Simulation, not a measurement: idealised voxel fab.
Documented hereafter: the process module known as voxel ribs on slabs.
This is section cut - it's 275 nm across, gridded in 5 nm square cells.
Format of a cross-section: grid, square cells. Given as bands. Order: top down. Band: one or more rows of cells. Per band: top height and bottom height in nm, followed by the left-to-right materials and their widths in nm; "throughout" marks a single material spanning edge to edge, "blank" marks empty space. Heights are reckoned from 0. Under this level, the received wafer is all of one material. The bottommost band is open-ended downward, for example "0 -> down". Note: "30..40" means the width goes from the first number (top row of the band) to the second number (bottom row) in equal steps per row of cells. The cross-section has no changed cell in any step marked "no alterations made". In "closed voids" the enclosed voids are listed, meaning empty spaces of 8 cells or larger without any opening to the top. The form is width x height at distance, distance from the left edge, units nm. That trailing text on a step's line, after the settings, is the simulator's own remark on the step. overlay nm: step with mask; distance mask lay right of planned place; negative value = left of planned place.

plan:
1. RECEIVE,material Si
2. DIRECTIONAL_DEP,material SiO2,thk nm 25
3. DIRECTIONAL_DEP,material SiN,thk nm 15
4. MASKED_ETCH,tone cover,mask id RIB,width nm 15,etch materials SiN,depth nm 10,overlay nm 0
5. PATTERN,tone cover,mask id SLAB,material resist,width nm 55,thk nm 20,overlay nm 0
6. DIRECTIONAL_ETCH,etch materials SiN,depth nm 5
7. STRIP,etch materials resist
8. FILL_DEP,material SiO2,thk nm 15
9. CMP,height nm 50
10. DIRECTIONAL_DEP,material TiN,thk nm 10
11. PATTERN,tone cover,mask id HEATER,material resist,width nm 25,thk nm 15,overlay nm 0
12. DIRECTIONAL_ETCH,etch materials TiN,depth nm 10
13. STRIP,etch materials resist
14. CONFORMAL_DEP,material SiN,thk nm 5

Shown in cross-section is the wafer as received, that is, as it stands after step 1:
- 0 -> down: Si throughout
- closed voids: none

As-planned run: cross-section of the first of two wafers at end of module:
- 65 -> 60: 120 of blank | 35 of SiN | 120 of blank
- 60 -> 55: 120 of blank | 5 of SiN | 25 of TiN | 5 of SiN | 120 of blank
- 55 -> 50: 125 of SiN | 25 of TiN | 125 of SiN
- 50 -> 40: SiO2 throughout
- 40 -> 30: 130 of SiO2 | 15 of SiN | 130 of SiO2
- 30 -> 25: 110 of SiO2 | 55 of SiN | 110 of SiO2
- 25 -> 0: SiO2 throughout
- 0 -> down: Si throughout
- closed voids: none

What the second wafer looks like in cross-section once the module is done. Its start and its plan matched the first wafer's exactly; what differed was one mistake in how it was run:
- 60 -> 50: 125 of blank | 25 of TiN | 125 of blank
- 50 -> 40: SiO2 throughout
- 40 -> 30: 130 of SiO2 | 15 of SiN | 130 of SiO2
- 30 -> 25: 110 of SiO2 | 55 of SiN | 110 of SiO2
- 25 -> 0: SiO2 throughout
- 0 -> down: Si throughout
- closed voids: none
What was the processing mistake? the plan's step 14 was left out and never carried out
Per the end-of-run cell counts, the second wafer holds more or fewer of some materials than the first: 59 fewer of SiN
